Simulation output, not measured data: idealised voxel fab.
Name of the process module below: voxel capacitor over wiring
Square cell edge 5 nm, section width 265 nm, ID cut.
Cross-section, as written here: a square-cell grid given band by band from the top down, where a band holds one or more rows of cells.
Within each band entry, the heights of the top and of the bottom of the band appear first, in that order and in nm; the materials of the band then follow from left to right, each with its corresponding width in nm. The designation "edge to edge" on a single material indicates that it fills the band from edge to edge; the designation "air" indicates empty space.
Heights from 0 (as-received wafer is one material below). Bottom band endless downward, as "top 0, no bottom".
A two-number width, for instance "30->40", indicates that the width is equal to the first number in the top row of the band and to the second number in the bottom row, and that it changes by a constant amount per row of cells.
Step marked "left unchanged"? Then no cell in the cross-section changed in it.
"Sealed internal cavities" specifies each empty space that is not open to the top and that occupies no fewer than 8 cells, using the form width x height at distance, the distance measured from the left edge and all three quantities in nm.
Anything after a step's settings on that line? It's the simulator's own note about the step.
The setting "overlay nm" may be written on the line of a step. When the step uses a mask, the value reports how far to the right of the planned place the mask lay, and a negative value reports that it lay to the left.
# The steps planned for the process are as follows
step 1: RECEIVE,material Si
step 2: CONFORMAL_DEP,material SiO2,thk nm 10
step 3: DIRECTIONAL_DEP,material TiN,thk nm 5
step 4: DIRECTIONAL_DEP,material W,thk nm 20
step 5: PATTERN,tone cover,mask id METAL_1,material resist,width nm 25,pitch nm 75,thk nm 20,overlay nm 0
step 6: DIRECTIONAL_ETCH,etch materials W,depth nm 20
step 7: DIRECTIONAL_ETCH,etch materials TiN,depth nm 5
step 8: STRIP,etch materials resist
step 9: FILL_DEP,material lowk,thk nm 10
step 10: CMP,height nm 35
step 11: CONFORMAL_DEP,material SiCN,thk nm 5
step 12: DIRECTIONAL_DEP,material lowk,thk nm 20
step 13: DIRECTIONAL_DEP,material aC,thk nm 15
step 14: PATTERN,tone open,mask id PLUG_1,material resist,width nm 15,thk nm 30,overlay nm 0
step 15: DIRECTIONAL_ETCH,etch materials aC,depth nm 15
step 16: STRIP,etch materials resist
step 17: DIRECTIONAL_ETCH,etch materials lowk,depth nm 20
step 18: DIRECTIONAL_ETCH,etch materials SiCN,depth nm 5
step 19: STRIP,etch materials aC
step 20: EPI,material Ru,thk nm 10
step 21: EPI,material Ru,thk nm 10
step 22: EPI,material Ru,thk nm 5
step 23: DIRECTIONAL_DEP,material TiN,thk nm 5
step 24: DIRECTIONAL_DEP,material SiN,thk nm 5
step 25: DIRECTIONAL_DEP,material TiN,thk nm 10
step 26: DIRECTIONAL_DEP,material aC,thk nm 15
step 27: PATTERN,tone cover,mask id UPPER_PLATE,material resist,width nm 55,thk nm 30,overlay nm 0
step 28: DIRECTIONAL_ETCH,etch materials aC,depth nm 15
step 29: STRIP,etch materials resist
step 30: DIRECTIONAL_ETCH,etch materials TiN,depth nm 10
step 31: DIRECTIONAL_ETCH,etch materials SiN,depth nm 5
step 32: STRIP,etch materials aC
step 33: MASKED_ETCH,tone cover,mask id LOWER_PLATE,width nm 65,etch materials TiN,depth nm 5,overlay nm 0
step 34: FILL_DEP,material SiO2,thk nm 15
step 35: CMP,height nm 90
step 36: DIRECTIONAL_DEP,material aC,thk nm 15
step 37: PATTERN,tone open,mask id PLUG_2,material resist,width nm 15,thk nm 30,overlay nm 0
step 38: DIRECTIONAL_ETCH,etch materials aC,depth nm 5
step 39: STRIP,etch materials resist
step 40: DIRECTIONAL_ETCH,etch materials SiO2,depth nm 10
step 41: STRIP,etch materials aC
step 42: CONFORMAL_DEP,material TiN,thk nm 5
step 43: FILL_DEP,material W,thk nm 10
step 44: CMP,height nm 90
step 45: CONFORMAL_DEP,material SiCN,thk nm 5
varied across the wafers: depth nm of step 38. The plan shows the first wafer's value. All wafers start alike
# Cross-section: the first of several wafers in its as-received state, i.e. following step 1
	top 0, no bottom = Si edge to edge
	Sealed internal cavities: none
# Cross-section after step 45, the final step of the module, for the first of several wafers
	top 95, bottom 90 = SiCN edge to edge
	top 90, bottom 80 = SiO2 edge to edge
	top 80, bottom 70 = SiO2=90, then TiN=55, then SiO2=120
	top 70, bottom 65 = SiO2=90, then SiN=55, then SiO2=120
	top 65, bottom 60 = SiO2=85, then TiN=65, then SiO2=115
	top 60, bottom 40 = lowk=90, then Ru=15, then lowk=160
	top 40, bottom 35 = SiCN=90, then Ru=15, then SiCN=160
	top 35, bottom 15 = lowk=80, then W=25, then lowk=50, then W=25, then lowk=85
	top 15, bottom 10 = lowk=80, then TiN=25, then lowk=50, then TiN=25, then lowk=85
	top 10, bottom 0 = SiO2 edge to edge
	top 0, no bottom = Si edge to edge
	Sealed internal cavities: none
# Cross-sectional view of the final wafer of several at the module's end
	top 95, bottom 90 = SiCN edge to edge
	top 90, bottom 85 = SiO2=100, then TiN=5, then W=5, then TiN=5, then SiO2=150
	top 85, bottom 80 = SiO2=100, then TiN=15, then SiO2=150
	top 80, bottom 70 = SiO2=90, then TiN=55, then SiO2=120
	top 70, bottom 65 = SiO2=90, then SiN=55, then SiO2=120
	top 65, bottom 60 = SiO2=85, then TiN=65, then SiO2=115
	top 60, bottom 40 = lowk=90, then Ru=15, then lowk=160
	top 40, bottom 35 = SiCN=90, then Ru=15, then SiCN=160
	top 35, bottom 15 = lowk=80, then W=25, then lowk=50, then W=25, then lowk=85
	top 15, bottom 10 = lowk=80, then TiN=25, then lowk=50, then TiN=25, then lowk=85
	top 10, bottom 0 = SiO2 edge to edge
	top 0, no bottom = Si edge to edge
	Sealed internal cavities: none
# End of module, by wafer: material-by-material cell gain (+) or loss (-) since receipt, then closed voids
depth nm 5, +15 Ru, +103 SiCN, +11 SiN, +378 SiO2, +45 TiN, +40 W, +415 lowk, Sealed internal cavities: none
depth nm 10, +15 Ru, +103 SiCN, +11 SiN, +378 SiO2, +45 TiN, +40 W, +415 lowk, Sealed internal cavities: none
depth nm 15, +15 Ru, +103 SiCN, +11 SiN, +372 SiO2, +50 TiN, +41 W, +415 lowk, Sealed internal cavities: none
depth nm 20, +15 Ru, +103 SiCN, +11 SiN, +372 SiO2, +50 TiN, +41 W, +415 lowk, Sealed internal cavities: none
depth nm 25, +15 Ru, +103 SiCN, +11 SiN, +372 SiO2, +50 TiN, +41 W, +415 lowk, Sealed internal cavities: none
depth nm 30, +15 Ru, +103 SiCN, +11 SiN, +372 SiO2, +50 TiN, +41 W, +415 lowk, Sealed internal cavities: none
